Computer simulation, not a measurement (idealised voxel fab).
The process module that follows is named voxel capacitor over wiring.
Square cell edge 5 nm, section width 300 nm, ID cut.
When this document writes out a cross-section, it uses a grid of square cells and lists it as bands, beginning at the top and moving down, with a band standing for one or more rows of cells. Basically the band line says how high the top is and how high the bottom is, in nm, and then what's in it from left to right, every material with its width in nm. Empty space shows up as "empty", and if a single material carries "full width" it runs the full band edge to edge. Heights are expressed relative to 0, this being the level below which the as-received wafer comprises one material exclusively. The lowest band is unbounded in the downward direction and is denoted as in "top 0, no bottom". The width entry "30 to 40" should be interpreted row by row: the top row of cells in the band takes the first number, the bottom row takes the second number, and the change between adjacent rows is uniform throughout. Take "stayed the same" at face value: in the step it is given for, the cross-section changed in none of its cells. In "Voids, fully enclosed" the enclosed voids are listed, meaning empty spaces of 8 cells or larger without any opening to the top. The form is width x height at distance, distance from the left edge, units nm. Note: text after step settings on the step line = simulator remark on that step. You can add "overlay nm" to a step's line. For a step with a mask, it describes how far the mask lay to the right of its planned position, and a negative number describes a lay to the left. Guide to the pairs. Each holds a before and an after cross-section around one process step; the after cross-section is cut off at the lowest band that changed. Look under the pair for the step between them and its settings. Pairs can come from different runs of this module on the same starting wafer, so a pair follows on from the one above it only where its entry headed "State on entry" says it does.
**State on entry**
  top 75, bottom 70 = empty 90 / TiN 35 / empty 175
  top 70, bottom 65 = empty 90 / Ru 35 / empty 175
  top 65, bottom 60 = TiN 90 / Ru 35 / TiN 175
  top 60, bottom 50 = lowk 100 / Ru 15 / lowk 185
  top 50, bottom 45 = SiCN 100 / Ru 15 / SiCN 185
  top 45, bottom 40 = SiCN 80 / Ru 40 / SiCN 60 / Ru 40 / SiCN 80
  top 40, bottom 15 = lowk 85 / TiN 5 / Cu 20 / TiN 5 / lowk 70 / TiN 5 / Cu 20 / TiN 5 / lowk 85
  top 15, bottom 10 = SiCN 85 / TiN 30 / SiCN 70 / TiN 30 / SiCN 85
  top 10, bottom 0 = SiO2 full width
  top 0, no bottom = Si full width
  Voids, fully enclosed: none
**After the Step**
  top 80, bottom 75 = empty 90 / SiN 35 / empty 175
  top 75, bottom 70 = empty 90 / TiN 35 / empty 175
  top 70, bottom 65 = SiN 90 / Ru 35 / SiN 175
  All layers under 65 are left as they were.
  Voids, fully enclosed: none
Can you say which step sits between the two cross-sections above? DIRECTIONAL_DEP with material SiN, thk nm 5
State on entry: unchanged from the after cross-section in the pair immediately above; refer to that figure.
**After the Step**
  top 85, bottom 80 = empty 90 / TiN 35 / empty 175
  top 80, bottom 75 = empty 90 / SiN 35 / empty 175
  top 75, bottom 70 = TiN full width
  All layers under 70 are left as they were.
  Voids, fully enclosed: none
Can you say which step sits between the two cross-sections above? DIRECTIONAL_DEP with material TiN, thk nm 5
State on entry: unchanged from the after cross-section in the pair immediately above; refer to that figure.
**After the Step**
  top 100, bottom 90 = empty 90 / aC 35 / empty 175
  top 90, bottom 85 = aC full width
  top 85, bottom 80 = aC 90 / TiN 35 / aC 175
  top 80, bottom 75 = aC 90 / SiN 35 / aC 175
  All layers under 75 are left as they were.
  Voids, fully enclosed: none
Can you say which step sits between the two cross-sections above? DIRECTIONAL_DEP with material aC, thk nm 15
State on entry: unchanged from the after cross-section in the pair immediately above; refer to that figure.
**After the Step**
  top 130, bottom 100 = empty 100 / resist 75 / empty 125
  top 100, bottom 90 = empty 90 / aC 35 / resist 50 / empty 125
  All layers under 90 are left as they were.
  Voids, fully enclosed: none
Can you say which step sits between the two cross-sections above? PATTERN with tone cover, mask id UPPER_PLATE, material resist, width nm 75, thk nm 30, overlay nm 0
State on entry: unchanged from the after cross-section in the pair immediately above; refer to that figure.
**After the Step**
  top 115, bottom 100 = empty 100 / resist 75 / empty 125
  top 100, bottom 90 = empty 100 / aC 25 / resist 50 / empty 125
  top 90, bottom 85 = empty 100 / aC 75 / empty 125
  top 85, bottom 80 = empty 90 / TiN 35 / aC 50 / empty 125
  top 80, bottom 75 = empty 90 / SiN 35 / aC 50 / empty 125
  All layers under 75 are left as they were.
  Voids, fully enclosed: none
Can you say which step sits between the two cross-sections above? DIRECTIONAL_ETCH with etch materials aC, depth nm 15
State on entry: unchanged from the after cross-section in the pair immediately above; refer to that figure.
**After the Step**
  top 100, bottom 90 = empty 100 / aC 25 / empty 175
  All layers under 90 are left as they were.
  Voids, fully enclosed: none
Can you say which step sits between the two cross-sections above? STRIP with etch materials resist
State on entry: unchanged from the after cross-section in the pair immediately above; refer to that figure.
**After the Step**
  top 100, bottom 90 = empty 100 / aC 25 / empty 175
  top 90, bottom 85 = empty 100 / aC 75 / empty 125
  top 85, bottom 80 = empty 100 / TiN 25 / aC 50 / empty 125
  top 80, bottom 75 = empty 90 / SiN 35 / aC 50 / empty 125
  top 75, bottom 70 = empty 90 / TiN 85 / empty 125
  All layers under 70 are left as they were.
  Voids, fully enclosed: none
Can you say which step sits between the two cross-sections above? DIRECTIONAL_ETCH with etch materials TiN, depth nm 5
State on entry: unchanged from the after cross-section in the pair immediately above; refer to that figure.
**After the Step**
  top 100, bottom 90 = empty 100 / aC 25 / empty 175
  top 90, bottom 85 = empty 100 / aC 75 / empty 125
  top 85, bottom 80 = empty 100 / TiN 25 / aC 50 / empty 125
  top 80, bottom 75 = empty 100 / SiN 25 / aC 50 / empty 125
  top 75, bottom 70 = empty 90 / TiN 85 / empty 125
  top 70, bottom 65 = empty 90 / Ru 35 / SiN 50 / empty 125
  All layers under 65 are left as they were.
  Voids, fully enclosed: none
Can you say which step sits between the two cross-sections above? DIRECTIONAL_ETCH with etch materials SiN, depth nm 5
State on entry: unchanged from the after cross-section in the pair immediately above; refer to that figure.
**After the Step**
  top 85, bottom 80 = empty 100 / TiN 25 / empty 175
  top 80, bottom 75 = empty 100 / SiN 25 / empty 175
  All layers under 75 are left as they were.
  Voids, fully enclosed: none
Can you say which step sits between the two cross-sections above? STRIP with etch materials aC
State on entry: unchanged from the after cross-section in the pair immediately above; refer to that figure.
**After the Step**
  top 100, bottom 90 = empty 100 / aC 25 / empty 175
  top 90, bottom 85 = empty 90 / aC 85 / empty 125
  top 85, bottom 80 = empty 90 / aC 10 / TiN 25 / aC 50 / empty 125
  top 80, bottom 75 = aC 100 / SiN 25 / aC 175
  top 75, bottom 70 = aC 90 / TiN 85 / aC 125
  top 70, bottom 65 = aC 90 / Ru 35 / SiN 50 / aC 125
  All layers under 65 are left as they were.
  Voids, fully enclosed: none
Can you say which step sits between the two cross-sections above? DIRECTIONAL_DEP with material aC, thk nm 15
State on entry: unchanged from the after cross-section in the pair immediately above; refer to that figure.
**After the Step**
  top 135, bottom 100 = empty 95 / resist 85 / empty 120
  top 100, bottom 90 = empty 95 / resist 5 / aC 25 / resist 55 / empty 120
  top 90, bottom 85 = empty 90 / aC 85 / resist 5 / empty 120
  top 85, bottom 80 = empty 90 / aC 10 / TiN 25 / aC 50 / resist 5 / empty 120
  All layers under 80 are left as they were.
  Voids, fully enclosed: none
Can you say which step sits between the two cross-sections above? PATTERN with tone cover, mask id LOWER_PLATE, material resist, width nm 85, thk nm 35, overlay nm 0
State on entry: unchanged from the after cross-section in the pair immediately above; refer to that figure.
**After the Step**
  top 120, bottom 100 = empty 95 / resist 85 / empty 120
  top 100, bottom 90 = empty 95 / resist 5 / aC 25 / resist 55 / empty 120
  top 90, bottom 85 = empty 95 / aC 80 / resist 5 / empty 120
  top 85, bottom 80 = empty 95 / aC 5 / TiN 25 / aC 50 / resist 5 / empty 120
  top 80, bottom 75 = empty 95 / aC 5 / SiN 25 / aC 55 / empty 120
  top 75, bottom 70 = empty 90 / TiN 85 / aC 5 / empty 120
  top 70, bottom 65 = empty 90 / Ru 35 / SiN 50 / aC 5 / empty 120
  All layers under 65 are left as they were.
  Voids, fully enclosed: none
Can you say which step sits between the two cross-sections above? DIRECTIONAL_ETCH with etch materials aC, depth nm 15
State on entry: unchanged from the after cross-section in the pair immediately above; refer to that figure.
**After the Step**
  top 100, bottom 90 = empty 100 / aC 25 / empty 175
  top 90, bottom 85 = empty 95 / aC 80 / empty 125
  top 85, bottom 80 = empty 95 / aC 5 / TiN 25 / aC 50 / empty 125
  All layers under 80 are left as they were.
  Voids, fully enclosed: none
Can you say which step sits between the two cross-sections above? STRIP with etch materials resist
State on entry: unchanged from the after cross-section in the pair immediately above; refer to that figure.
**After the Step**
  top 100, bottom 90 = empty 100 / aC 25 / empty 175
  top 90, bottom 85 = empty 95 / aC 80 / empty 125
  top 85, bottom 80 = empty 95 / aC 5 / TiN 25 / aC 50 / empty 125
  top 80, bottom 75 = empty 95 / aC 5 / SiN 25 / aC 55 / empty 120
  top 75, bottom 70 = empty 95 / TiN 80 / aC 5 / empty 120
  top 70, bottom 65 = empty 90 / Ru 35 / SiN 50 / aC 5 / empty 120
  top 65, bottom 60 = empty 90 / Ru 35 / TiN 55 / empty 120
  All layers under 60 are left as they were.
  Voids, fully enclosed: none
Can you say which step sits between the two cross-sections above? DIRECTIONAL_ETCH with etch materials TiN, depth nm 5
State on entry: unchanged from the after cross-section in the pair immediately above; refer to that figure.
**After the Step**
  top 85, bottom 80 = empty 100 / TiN 25 / empty 175
  top 80, bottom 75 = empty 100 / SiN 25 / empty 175
  top 75, bottom 70 = empty 95 / TiN 80 / empty 125
  top 70, bottom 65 = empty 90 / Ru 35 / SiN 50 / empty 125
  All layers under 65 are left as they were.
  Voids, fully enclosed: none
Can you say which step sits between the two cross-sections above? STRIP with etch materials aC
State on entry: unchanged from the after cross-section in the pair immediately above; refer to that figure.
**After the Step**
  top 100, bottom 85 = SiO2 full width
  top 85, bottom 80 = SiO2 100 / TiN 25 / SiO2 175
  top 80, bottom 75 = SiO2 100 / SiN 25 / SiO2 175
  top 75, bottom 70 = SiO2 95 / TiN 80 / SiO2 125
  top 70, bottom 65 = SiO2 90 / Ru 35 / SiN 50 / SiO2 125
  top 65, bottom 60 = SiO2 90 / Ru 35 / TiN 55 / SiO2 120
  All layers under 60 are left as they were.
  Voids, fully enclosed: none
Can you say which step sits between the two cross-sections above? FILL_DEP with material SiO2, thk nm 15
State on entry: unchanged from the after cross-section in the pair immediately above; refer to that figure.
**After the Step**
  top 85, bottom 80 = SiO2 100 / TiN 25 / SiO2 175
  All layers under 80 are left as they were.
  Voids, fully enclosed: none
Can you say which step sits between the two cross-sections above? CMP with height nm 85
State on entry: unchanged from the after cross-section in the pair immediately above; refer to that figure.
**After the Step**
  top 100, bottom 85 = aC full width
  All layers under 85 are left as they were.
  Voids, fully enclosed: none
Can you say which step sits between the two cross-sections above? DIRECTIONAL_DEP with material aC, thk nm 15
State on entry: unchanged from the after cross-section in the pair immediately above; refer to that figure.
**After the Step**
  top 135, bottom 100 = resist 110 / empty 15 / resist 175
  All layers under 100 are left as they were.
  Voids, fully enclosed: none
Can you say which step sits between the two cross-sections above? PATTERN with tone open, mask id PLUG_2, material resist, width nm 15, thk nm 35, overlay nm 0
State on entry: unchanged from the after cross-section in the pair immediately above; refer to that figure.
**After the Step**
  top 120, bottom 100 = resist 110 / empty 15 / resist 175
  top 100, bottom 85 = aC 110 / empty 15 / aC 175
  All layers under 85 are left as they were.
  Voids, fully enclosed: none
Can you say which step sits between the two cross-sections above? DIRECTIONAL_ETCH with etch materials aC, depth nm 15
State on entry: unchanged from the after cross-section in the pair immediately above; refer to that figure.
**After the Step**
  top 100, bottom 85 = aC 110 / empty 15 / aC 175
  All layers under 85 are left as they were.
  Voids, fully enclosed: none
Can you say which step sits between the two cross-sections above? STRIP with etch materials resist
State on entry: unchanged from the after cross-section in the pair immediately above; refer to that figure.
**After the Step**
  top 85, bottom 80 = SiO2 100 / TiN 25 / SiO2 175
  All layers under 80 are left as they were.
  Voids, fully enclosed: none
Can you say which step sits between the two cross-sections above? STRIP with etch materials aC
State on entry: unchanged from the after cross-section in the pair immediately above; refer to that figure.
**After the Step**
  top 90, bottom 85 = TiN full width
  All layers under 85 are left as they were.
  Voids, fully enclosed: none
Can you say which step sits between the two cross-sections above? CONFORMAL_DEP with material TiN, thk nm 5
State on entry: unchanged from the after cross-section in the pair immediately above; refer to that figure.
**After the Step**
  top 100, bottom 90 = Cu full width
  All layers under 90 are left as they were.
  Voids, fully enclosed: none
Can you say which step sits between the two cross-sections above? FILL_DEP with material Cu, thk nm 10
State on entry: unchanged from the after cross-section in the pair immediately above; refer to that figure.
**After the Step**
  top 85, bottom 80 = SiO2 100 / TiN 25 / SiO2 175
  All layers under 80 are left as they were.
  Voids, fully enclosed: none
Can you say which step sits between the two cross-sections above? CMP with height nm 85
State on entry: unchanged from the after cross-section in the pair immediately above; refer to that figure.
**After the Step**
  top 90, bottom 85 = SiCN full width
  All layers under 85 are left as they were.
  Voids, fully enclosed: none
Can you say which step sits between the two cross-sections above? CONFORMAL_DEP with material SiCN, thk nm 5
**State on entry**
  top 65, bottom 60 = TiN full width
  top 60, bottom 50 = lowk 100 / Ru 15 / lowk 185
  top 50, bottom 45 = SiCN 100 / Ru 15 / SiCN 185
  top 45, bottom 40 = SiCN 80 / Ru 40 / SiCN 60 / Ru 40 / SiCN 80
  top 40, bottom 15 = lowk 85 / TiN 5 / Cu 20 / TiN 5 / lowk 70 / TiN 5 / Cu 20 / TiN 5 / lowk 85
  top 15, bottom 10 = SiCN 85 / TiN 30 / SiCN 70 / TiN 30 / SiCN 85
  top 10, bottom 0 = SiO2 full width
  top 0, no bottom = Si full width
  Voids, fully enclosed: none
**After the Step**
  top 70, bottom 60 = TiN full width
  All layers under 60 are left as they were.
  Voids, fully enclosed: none
Can you say which step sits between the two cross-sections above? DIRECTIONAL_DEP with material TiN, thk nm 5
State on entry: unchanged from the after cross-section in the pair immediately above; refer to that figure.
**After the Step**
  top 75, bottom 70 = SiN full width
  All layers under 70 are left as they were.
  Voids, fully enclosed: none
Can you say which step sits between the two cross-sections above? DIRECTIONAL_DEP with material SiN, thk nm 5
State on entry: unchanged from the after cross-section in the pair immediately above; refer to that figure.
**After the Step**
  top 90, bottom 75 = aC full width
  All layers under 75 are left as they were.
  Voids, fully enclosed: none
Can you say which step sits between the two cross-sections above? DIRECTIONAL_DEP with material aC, thk nm 15
State on entry: unchanged from the after cross-section in the pair immediately above; refer to that figure.
**After the Step**
  top 120, bottom 90 = empty 100 / resist 75 / empty 125
  All layers under 90 are left as they were.
  Voids, fully enclosed: none
Can you say which step sits between the two cross-sections above? PATTERN with tone cover, mask id UPPER_PLATE, material resist, width nm 75, thk nm 30, overlay nm 0
State on entry: unchanged from the after cross-section in the pair immediately above; refer to that figure.
**After the Step**
  top 105, bottom 90 = empty 100 / resist 75 / empty 125
  top 90, bottom 75 = empty 100 / aC 75 / empty 125
  All layers under 75 are left as they were.
  Voids, fully enclosed: none
Can you say which step sits between the two cross-sections above? DIRECTIONAL_ETCH with etch materials aC, depth nm 15
State on entry: unchanged from the after cross-section in the pair immediately above; refer to that figure.
**After the Step**
  top 90, bottom 75 = empty 100 / aC 75 / empty 125
  All layers under 75 are left as they were.
  Voids, fully enclosed: none
Can you say which step sits between the two cross-sections above? STRIP with etch materials resist
State on entry: unchanged from the after cross-section in the pair immediately above; refer to that figure.
**After the Step**
  top 90, bottom 75 = empty 100 / aC 75 / empty 125
  top 75, bottom 70 = empty 100 / SiN 75 / empty 125
  All layers under 70 are left as they were.
  Voids, fully enclosed: none
Can you say which step sits between the two cross-sections above? DIRECTIONAL_ETCH with etch materials SiN, depth nm 5
State on entry: unchanged from the after cross-section in the pair immediately above; refer to that figure.
**After the Step**
  top 75, bottom 70 = empty 100 / SiN 75 / empty 125
  All layers under 70 are left as they were.
  Voids, fully enclosed: none
Can you say which step sits between the two cross-sections above? STRIP with etch materials aC
State on entry: unchanged from the after cross-section in the pair immediately above; refer to that figure.
**After the Step**
  top 90, bottom 85 = empty 100 / aC 75 / empty 125
  top 85, bottom 75 = aC full width
  top 75, bottom 70 = aC 100 / SiN 75 / aC 125
  All layers under 70 are left as they were.
  Voids, fully enclosed: none
Can you say which step sits between the two cross-sections above? DIRECTIONAL_DEP with material aC, thk nm 15
State on entry: unchanged from the after cross-section in the pair immediately above; refer to that figure.
**After the Step**
  top 125, bottom 90 = empty 95 / resist 85 / empty 120
  top 90, bottom 85 = empty 95 / resist 5 / aC 75 / resist 5 / empty 120
  All layers under 85 are left as they were.
  Voids, fully enclosed: none
Can you say which step sits between the two cross-sections above? PATTERN with tone cover, mask id LOWER_PLATE, material resist, width nm 85, thk nm 35, overlay nm 0
State on entry: unchanged from the after cross-section in the pair immediately above; refer to that figure.
**After the Step**
  top 110, bottom 90 = empty 95 / resist 85 / empty 120
  top 90, bottom 85 = empty 95 / resist 5 / aC 75 / resist 5 / empty 120
  top 85, bottom 75 = empty 95 / aC 85 / empty 120
  top 75, bottom 70 = empty 95 / aC 5 / SiN 75 / aC 5 / empty 120
  All layers under 70 are left as they were.
  Voids, fully enclosed: none
Can you say which step sits between the two cross-sections above? DIRECTIONAL_ETCH with etch materials aC, depth nm 15
State on entry: unchanged from the after cross-section in the pair immediately above; refer to that figure.
**After the Step**
  top 90, bottom 85 = empty 100 / aC 75 / empty 125
  All layers under 85 are left as they were.
  Voids, fully enclosed: none
Can you say which step sits between the two cross-sections above? STRIP with etch materials resist
State on entry: unchanged from the after cross-section in the pair immediately above; refer to that figure.
**After the Step**
  top 90, bottom 85 = empty 100 / aC 75 / empty 125
  top 85, bottom 75 = empty 95 / aC 85 / empty 120
  top 75, bottom 70 = empty 95 / aC 5 / SiN 75 / aC 5 / empty 120
  top 70, bottom 65 = empty 95 / TiN 85 / empty 120
  All layers under 65 are left as they were.
  Voids, fully enclosed: none
Can you say which step sits between the two cross-sections above? DIRECTIONAL_ETCH with etch materials TiN, depth nm 5
State on entry: unchanged from the after cross-section in the pair immediately above; refer to that figure.
**After the Step**
  top 75, bottom 70 = empty 100 / SiN 75 / empty 125
  All layers under 70 are left as they were.
  Voids, fully enclosed: none
Can you say which step sits between the two cross-sections above? STRIP with etch materials aC
State on entry: unchanged from the after cross-section in the pair immediately above; refer to that figure.
**After the Step**
  top 90, bottom 75 = SiO2 full width
  top 75, bottom 70 = SiO2 100 / SiN 75 / SiO2 125
  top 70, bottom 65 = SiO2 95 / TiN 85 / SiO2 120
  All layers under 65 are left as they were.
  Voids, fully enclosed: none
Can you say which step sits between the two cross-sections above? FILL_DEP with material SiO2, thk nm 15
State on entry: unchanged from the after cross-section in the pair immediately above; refer to that figure.
**After the Step**
  top 85, bottom 75 = SiO2 full width
  All layers under 75 are left as they were.
  Voids, fully enclosed: none
Can you say which step sits between the two cross-sections above? CMP with height nm 85
State on entry: unchanged from the after cross-section in the pair immediately above; refer to that figure.
**After the Step**
  top 100, bottom 85 = aC full width
  All layers under 85 are left as they were.
  Voids, fully enclosed: none
Can you say which step sits between the two cross-sections above? DIRECTIONAL_DEP with material aC, thk nm 15
State on entry: unchanged from the after cross-section in the pair immediately above; refer to that figure.
**After the Step**
  top 135, bottom 100 = resist 110 / empty 15 / resist 175
  All layers under 100 are left as they were.
  Voids, fully enclosed: none
Can you say which step sits between the two cross-sections above? PATTERN with tone open, mask id PLUG_2, material resist, width nm 15, thk nm 35, overlay nm 0
State on entry: unchanged from the after cross-section in the pair immediately above; refer to that figure.
**After the Step**
  top 120, bottom 100 = resist 110 / empty 15 / resist 175
  top 100, bottom 85 = aC 110 / empty 15 / aC 175
  All layers under 85 are left as they were.
  Voids, fully enclosed: none
Can you say which step sits between the two cross-sections above? DIRECTIONAL_ETCH with etch materials aC, depth nm 15
State on entry: unchanged from the after cross-section in the pair immediately above; refer to that figure.
**After the Step**
  top 100, bottom 85 = aC 110 / empty 15 / aC 175
  All layers under 85 are left as they were.
  Voids, fully enclosed: none
Can you say which step sits between the two cross-sections above? STRIP with etch materials resist
State on entry: unchanged from the after cross-section in the pair immediately above; refer to that figure.
**After the Step**
  top 100, bottom 85 = aC 110 / empty 15 / aC 175
  top 85, bottom 75 = SiO2 110 / empty 15 / SiO2 175
  All layers under 75 are left as they were.
  Voids, fully enclosed: none
Can you say which step sits between the two cross-sections above? DIRECTIONAL_ETCH with etch materials SiO2, depth nm 10
State on entry: unchanged from the after cross-section in the pair immediately above; refer to that figure.
**After the Step**
  top 85, bottom 75 = SiO2 110 / empty 15 / SiO2 175
  All layers under 75 are left as they were.
  Voids, fully enclosed: none
Can you say which step sits between the two cross-sections above? STRIP with etch materials aC
State on entry: unchanged from the after cross-section in the pair immediately above; refer to that figure.
**After the Step**
  top 90, bottom 85 = TiN 115 / empty 5 / TiN 180
  top 85, bottom 80 = SiO2 110 / TiN 5 / empty 5 / TiN 5 / SiO2 175
  top 80, bottom 75 = SiO2 110 / TiN 15 / SiO2 175
  All layers under 75 are left as they were.
  Voids, fully enclosed: none
Can you say which step sits between the two cross-sections above? CONFORMAL_DEP with material TiN, thk nm 5
State on entry: unchanged from the after cross-section in the pair immediately above; refer to that figure.
**After the Step**
  top 100, bottom 90 = Cu full width
  top 90, bottom 85 = TiN 115 / Cu 5 / TiN 180
  top 85, bottom 80 = SiO2 110 / TiN 5 / Cu 5 / TiN 5 / SiO2 175
  All layers under 80 are left as they were.
  Voids, fully enclosed: none
Can you say which step sits between the two cross-sections above? FILL_DEP with material Cu, thk nm 10
State on entry: unchanged from the after cross-section in the pair immediately above; refer to that figure.
**After the Step**
  top 85, bottom 80 = SiO2 110 / TiN 5 / Cu 5 / TiN 5 / SiO2 175
  All layers under 80 are left as they were.
  Voids, fully enclosed: none
Can you say which step sits between the two cross-sections above? CMP with height nm 85
State on entry: unchanged from the after cross-section in the pair immediately above; refer to that figure.
**After the Step**
  top 90, bottom 85 = SiCN full width
  All layers under 85 are left as they were.
  Voids, fully enclosed: none
Can you say which step sits between the two cross-sections above? CONFORMAL_DEP with material SiCN, thk nm 5
**State on entry**
  top 65, bottom 60 = TiN full width
  top 60, bottom 50 = lowk 100 / Ru 15 / lowk 185
  top 50, bottom 45 = SiCN 100 / Ru 15 / SiCN 185
  top 45, bottom 40 = SiCN 80 / Ru 40 / SiCN 60 / Ru 40 / SiCN 80
  top 40, bottom 15 = lowk 85 / TiN 5 / Cu 20 / TiN 5 / lowk 70 / TiN 5 / Cu 20 / TiN 5 / lowk 85
  top 15, bottom 10 = SiCN 85 / TiN 30 / SiCN 70 / TiN 30 / SiCN 85
  top 10, bottom 0 = SiO2 full width
  top 0, no bottom = Si full width
  Voids, fully enclosed: none
**After the Step**
  top 80, bottom 65 = SiN full width
  All layers under 65 are left as they were.
  Voids, fully enclosed: none
Can you say which step sits between the two cross-sections above? DIRECTIONAL_DEP with material SiN, thk nm 15
State on entry: unchanged from the after cross-section in the pair immediately above; refer to that figure.
**After the Step**
  top 85, bottom 80 = TiN full width
  All layers under 80 are left as they were.
  Voids, fully enclosed: none
Can you say which step sits between the two cross-sections above? DIRECTIONAL_DEP with material TiN, thk nm 5
State on entry: unchanged from the after cross-section in the pair immediately above; refer to that figure.
**After the Step**
  top 100, bottom 85 = aC full width
  All layers under 85 are left as they were.
  Voids, fully enclosed: none
Can you say which step sits between the two cross-sections above? DIRECTIONAL_DEP with material aC, thk nm 15
State on entry: unchanged from the after cross-section in the pair immediately above; refer to that figure.
**After the Step**
  top 130, bottom 100 = empty 100 / resist 75 / empty 125
  All layers under 100 are left as they were.
  Voids, fully enclosed: none
Can you say which step sits between the two cross-sections above? PATTERN with tone cover, mask id UPPER_PLATE, material resist, width nm 75, thk nm 30, overlay nm 0
State on entry: unchanged from the after cross-section in the pair immediately above; refer to that figure.
**After the Step**
  top 115, bottom 100 = empty 100 / resist 75 / empty 125
  top 100, bottom 85 = empty 100 / aC 75 / empty 125
  All layers under 85 are left as they were.
  Voids, fully enclosed: none
Can you say which step sits between the two cross-sections above? DIRECTIONAL_ETCH with etch materials aC, depth nm 15
State on entry: unchanged from the after cross-section in the pair immediately above; refer to that figure.
**After the Step**
  top 100, bottom 85 = empty 100 / aC 75 / empty 125
  All layers under 85 are left as they were.
  Voids, fully enclosed: none
Can you say which step sits between the two cross-sections above? STRIP with etch materials resist
State on entry: unchanged from the after cross-section in the pair immediately above; refer to that figure.
**After the Step**
  top 100, bottom 85 = empty 100 / aC 75 / empty 125
  top 85, bottom 80 = empty 100 / TiN 75 / empty 125
  All layers under 80 are left as they were.
  Voids, fully enclosed: none
Can you say which step sits between the two cross-sections above? DIRECTIONAL_ETCH with etch materials TiN, depth nm 5
State on entry: unchanged from the after cross-section in the pair immediately above; refer to that figure.
**After the Step**
  top 100, bottom 85 = empty 100 / aC 75 / empty 125
  top 85, bottom 80 = empty 100 / TiN 75 / empty 125
  top 80, bottom 75 = empty 100 / SiN 75 / empty 125
  All layers under 75 are left as they were.
  Voids, fully enclosed: none
Can you say which step sits between the two cross-sections above? DIRECTIONAL_ETCH with etch materials SiN, depth nm 5
State on entry: unchanged from the after cross-section in the pair immediately above; refer to that figure.
**After the Step**
  top 85, bottom 80 = empty 100 / TiN 75 / empty 125
  All layers under 80 are left as they were.
  Voids, fully enclosed: none
Can you say which step sits between the two cross-sections above? STRIP with etch materials aC
State on entry: unchanged from the after cross-section in the pair immediately above; refer to that figure.
**After the Step**
  top 100, bottom 90 = empty 100 / aC 75 / empty 125
  top 90, bottom 85 = aC full width
  top 85, bottom 80 = aC 100 / TiN 75 / aC 125
  top 80, bottom 75 = aC 100 / SiN 75 / aC 125
  All layers under 75 are left as they were.
  Voids, fully enclosed: none
Can you say which step sits between the two cross-sections above? DIRECTIONAL_DEP with material aC, thk nm 15
State on entry: unchanged from the after cross-section in the pair immediately above; refer to that figure.
**After the Step**
  top 135, bottom 100 = empty 95 / resist 85 / empty 120
  top 100, bottom 90 = empty 95 / resist 5 / aC 75 / resist 5 / empty 120
  All layers under 90 are left as they were.
  Voids, fully enclosed: none
Can you say which step sits between the two cross-sections above? PATTERN with tone cover, mask id LOWER_PLATE, material resist, width nm 85, thk nm 35, overlay nm 0
State on entry: unchanged from the after cross-section in the pair immediately above; refer to that figure.
**After the Step**
  top 120, bottom 100 = empty 95 / resist 85 / empty 120
  top 100, bottom 90 = empty 95 / resist 5 / aC 75 / resist 5 / empty 120
  top 90, bottom 85 = empty 95 / aC 85 / empty 120
  top 85, bottom 80 = empty 95 / aC 5 / TiN 75 / aC 5 / empty 120
  top 80, bottom 75 = empty 95 / aC 5 / SiN 75 / aC 5 / empty 120
  All layers under 75 are left as they were.
  Voids, fully enclosed: none
Can you say which step sits between the two cross-sections above? DIRECTIONAL_ETCH with etch materials aC, depth nm 15
State on entry: unchanged from the after cross-section in the pair immediately above; refer to that figure.
**After the Step**
  top 100, bottom 90 = empty 100 / aC 75 / empty 125
  All layers under 90 are left as they were.
  Voids, fully enclosed: none
Can you say which step sits between the two cross-sections above? STRIP with etch materials resist
State on entry: unchanged from the after cross-section in the pair immediately above; refer to that figure.
**After the Step**
  top 85, bottom 80 = empty 100 / TiN 75 / empty 125
  top 80, bottom 75 = empty 100 / SiN 75 / empty 125
  All layers under 75 are left as they were.
  Voids, fully enclosed: none
Can you say which step sits between the two cross-sections above? STRIP with etch materials aC
State on entry: unchanged from the after cross-section in the pair immediately above; refer to that figure.
**After the Step**
  top 100, bottom 85 = SiO2 full width
  top 85, bottom 80 = SiO2 100 / TiN 75 / SiO2 125
  top 80, bottom 75 = SiO2 100 / SiN 75 / SiO2 125
  All layers under 75 are left as they were.
  Voids, fully enclosed: none
Can you say which step sits between the two cross-sections above? FILL_DEP with material SiO2, thk nm 15
State on entry: unchanged from the after cross-section in the pair immediately above; refer to that figure.
**After the Step**
  top 85, bottom 80 = SiO2 100 / TiN 75 / SiO2 125
  All layers under 80 are left as they were.
  Voids, fully enclosed: none
Can you say which step sits between the two cross-sections above? CMP with height nm 85
State on entry: unchanged from the after cross-section in the pair immediately above; refer to that figure.
**After the Step**
  top 100, bottom 85 = aC full width
  All layers under 85 are left as they were.
  Voids, fully enclosed: none
Can you say which step sits between the two cross-sections above? DIRECTIONAL_DEP with material aC, thk nm 15
State on entry: unchanged from the after cross-section in the pair immediately above; refer to that figure.
**After the Step**
  top 135, bottom 100 = resist 110 / empty 15 / resist 175
  All layers under 100 are left as they were.
  Voids, fully enclosed: none
Can you say which step sits between the two cross-sections above? PATTERN with tone open, mask id PLUG_2, material resist, width nm 15, thk nm 35, overlay nm 0
State on entry: unchanged from the after cross-section in the pair immediately above; refer to that figure.
**After the Step**
  top 120, bottom 100 = resist 110 / empty 15 / resist 175
  top 100, bottom 85 = aC 110 / empty 15 / aC 175
  All layers under 85 are left as they were.
  Voids, fully enclosed: none
Can you say which step sits between the two cross-sections above? DIRECTIONAL_ETCH with etch materials aC, depth nm 15
State on entry: unchanged from the after cross-section in the pair immediately above; refer to that figure.
**After the Step**
  top 100, bottom 85 = aC 110 / empty 15 / aC 175
  All layers under 85 are left as they were.
  Voids, fully enclosed: none
Can you say which step sits between the two cross-sections above? STRIP with etch materials resist
State on entry: unchanged from the after cross-section in the pair immediately above; refer to that figure.
**After the Step**
  top 85, bottom 80 = SiO2 100 / TiN 75 / SiO2 125
  All layers under 80 are left as they were.
  Voids, fully enclosed: none
Can you say which step sits between the two cross-sections above? STRIP with etch materials aC
State on entry: unchanged from the after cross-section in the pair immediately above; refer to that figure.
**After the Step**
  top 90, bottom 85 = TiN full width
  All layers under 85 are left as they were.
  Voids, fully enclosed: none
Can you say which step sits between the two cross-sections above? CONFORMAL_DEP with material TiN, thk nm 5
State on entry: unchanged from the after cross-section in the pair immediately above; refer to that figure.
**After the Step**
  top 100, bottom 90 = Cu full width
  All layers under 90 are left as they were.
  Voids, fully enclosed: none
Can you say which step sits between the two cross-sections above? FILL_DEP with material Cu, thk nm 10
State on entry: unchanged from the after cross-section in the pair immediately above; refer to that figure.
**After the Step**
  top 85, bottom 80 = SiO2 100 / TiN 75 / SiO2 125
  All layers under 80 are left as they were.
  Voids, fully enclosed: none
Can you say which step sits between the two cross-sections above? CMP with height nm 85
State on entry: unchanged from the after cross-section in the pair immediately above; refer to that figure.
**After the Step**
  top 90, bottom 85 = SiCN full width
  All layers under 85 are left as they were.
  Voids, fully enclosed: none
Can you say which step sits between the two cross-sections above? CONFORMAL_DEP with material SiCN, thk nm 5
